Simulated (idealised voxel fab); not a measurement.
Proc. module: voxel wiring stack
Square cells of 5 nm make up the cross-section cut, whose width is 235 nm.
How to read a cross-section here: the picture is a grid of square cells, written as bands going from the top down, and any band can span one or more rows of cells.
Heads up on the band format: heights come first, top then bottom, in nm. After that it's the materials left to right, each with its width in nm. A single material flagged "full width" fills the whole band edge to edge, and "blank" means there's empty space there.
It should be noted that heights are counted from 0, beneath which the wafer as supplied is of one material throughout, and that the lowest band possesses no lower boundary but continues downward, as written in "0 nm and below".
Width spec "30->40" -> top row of cells at first value, bottom row at second value, equal per-row change in between.
Take "no modification" at face value: in the step it is given for, the cross-section changed in none of its cells.
The entry titled "Enclosed cavity list" provides the empty spaces that have no open way to the top, restricted to those of 8 cells or more. Each is presented as width x height at distance, the distance being measured from the left edge, with all three in nm.
It should be noted that, on the line of a given step, the content following the step's settings is a remark produced by the simulator itself with respect to that step.
"overlay nm" denotes, for a step that has a mask, the displacement of the mask to the right of its planned place, with negative values corresponding to the left.
PROCESS STEPS FORESEEN IN THE PLAN
1 RECEIVE: material Si
2 CONFORMAL_DEP: material SiO2, thk nm 15
3 DIRECTIONAL_DEP: material TiN, thk nm 5
4 DIRECTIONAL_DEP: material W, thk nm 25
5 DIRECTIONAL_DEP: material aC, thk nm 15
6 PATTERN: tone cover, mask id METAL_1, material resist, width nm 25, pitch nm 45, thk nm 35, overlay nm 0
7 DIRECTIONAL_ETCH: etch materials aC, depth nm 15
8 STRIP: etch materials resist
9 DIRECTIONAL_ETCH: etch materials W, depth nm 25
10 DIRECTIONAL_ETCH: etch materials TiN, depth nm 5
11 STRIP: etch materials aC
12 CONFORMAL_DEP: material SiCN, thk nm 5
13 FILL_DEP: material lowk, thk nm 10
14 CMP: height nm 45
15 CONFORMAL_DEP: material SiCN, thk nm 5
16 DIRECTIONAL_DEP: material SiO2, thk nm 30
17 DIRECTIONAL_DEP: material aC, thk nm 15
18 PATTERN: tone open, mask id METAL_2, material resist, width nm 25, pitch nm 45, thk nm 35, overlay nm 0
19 DIRECTIONAL_ETCH: etch materials aC, depth nm 15
20 STRIP: etch materials resist
21 DIRECTIONAL_ETCH: etch materials SiO2, depth nm 15
22 STRIP: etch materials aC
23 MASKED_ETCH: tone open, mask id METAL_2_HOLES, width nm 15, pitch nm 45, etch materials SiO2, depth nm 15, overlay nm 0
24 MASKED_ETCH: tone open, mask id METAL_2_HOLES, width nm 15, pitch nm 45, etch materials SiCN, depth nm 5, overlay nm 0
25 CONFORMAL_DEP: material TiN, thk nm 5
26 FILL_DEP: material Cu, thk nm 10
27 CMP: height nm 80
28 CONFORMAL_DEP: material SiCN, thk nm 5
29 DIRECTIONAL_DEP: material SiO2, thk nm 25
30 PATTERN: tone open, mask id METAL_3, material resist, width nm 25, pitch nm 45, thk nm 15, overlay nm 0
31 DIRECTIONAL_ETCH: etch materials SiO2, depth nm 15
32 STRIP: etch materials resist
33 MASKED_ETCH: tone open, mask id METAL_3_HOLES, width nm 15, pitch nm 90, etch materials SiO2, depth nm 10, overlay nm 0
34 MASKED_ETCH: tone open, mask id METAL_3_HOLES, width nm 15, pitch nm 90, etch materials SiCN, depth nm 5, overlay nm 0
35 CONFORMAL_DEP: material TiN, thk nm 5
36 FILL_DEP: material Cu, thk nm 10
37 CMP: height nm 110
38 CONFORMAL_DEP: material SiCN, thk nm 5
STEP 1 COMPLETE: CROSS-SECTION OF THE WAFER AS RECEIVED
> 0 nm and below = Si full width
> Enclosed cavity list: none
CROSS-SECTIONAL RESULT AFTER MODULE COMPLETION. NOTE: STARTING CONDITION AND PLAN ARE UNCHANGED FROM ABOVE; ONE PROCESSING MISTAKE WAS MADE
> 115 nm to 110 nm = SiCN full width
> 110 nm to 100 nm = Cu: 70->55; TiN: 5->20; SiO2: 10; TiN: 5; Cu: 10; TiN: 5; SiO2: 25; TiN: 5; Cu: 25->10; TiN: 5->20; SiO2: 10; TiN: 5; Cu: 55
> 100 nm to 95 nm = TiN: 60; SiO2: 25; TiN: 20; SiO2: 25; TiN: 20; SiO2: 25; TiN: 60
> 95 nm to 85 nm = SiO2 full width
> 85 nm to 80 nm = SiCN full width
> 80 nm to 70 nm = SiO2: 60; TiN: 5; Cu: 15; TiN: 5; SiO2: 20; TiN: 5; Cu: 15; TiN: 5; SiO2: 20; TiN: 5; Cu: 15; TiN: 5; SiO2: 60
> 70 nm to 65 nm = SiO2: 60; TiN: 5; Cu: 5; TiN: 15; SiO2: 20; TiN: 5; Cu: 5; TiN: 15; SiO2: 20; TiN: 5; Cu: 5; TiN: 15; SiO2: 60
> 65 nm to 50 nm = SiO2: 60; TiN: 5; Cu: 5; TiN: 5; SiO2: 30; TiN: 5; Cu: 5; TiN: 5; SiO2: 30; TiN: 5; Cu: 5; TiN: 5; SiO2: 70
> 50 nm to 45 nm = SiCN: 60; TiN: 15; SiCN: 30; TiN: 15; SiCN: 30; TiN: 15; SiCN: 70
> 45 nm to 20 nm = lowk: 55; SiCN: 5; W: 25; SiCN: 5; lowk: 10; SiCN: 5; W: 25; SiCN: 5; lowk: 10; SiCN: 5; W: 25; SiCN: 5; lowk: 55
> 20 nm to 15 nm = SiCN: 60; TiN: 25; SiCN: 20; TiN: 25; SiCN: 20; TiN: 25; SiCN: 60
> 15 nm to 0 nm = SiO2 full width
> 0 nm and below = Si full width
> Enclosed cavity list: none
It is concluded that the wafer was processed incorrectly with respect to the plan, in that it should be noted that step 30 was executed with settings other than those planned, the operation and settings actually applied being PATTERN: tone cover, mask id METAL_3, material resist, width nm 25, pitch nm 45, thk nm 15, overlay nm 0
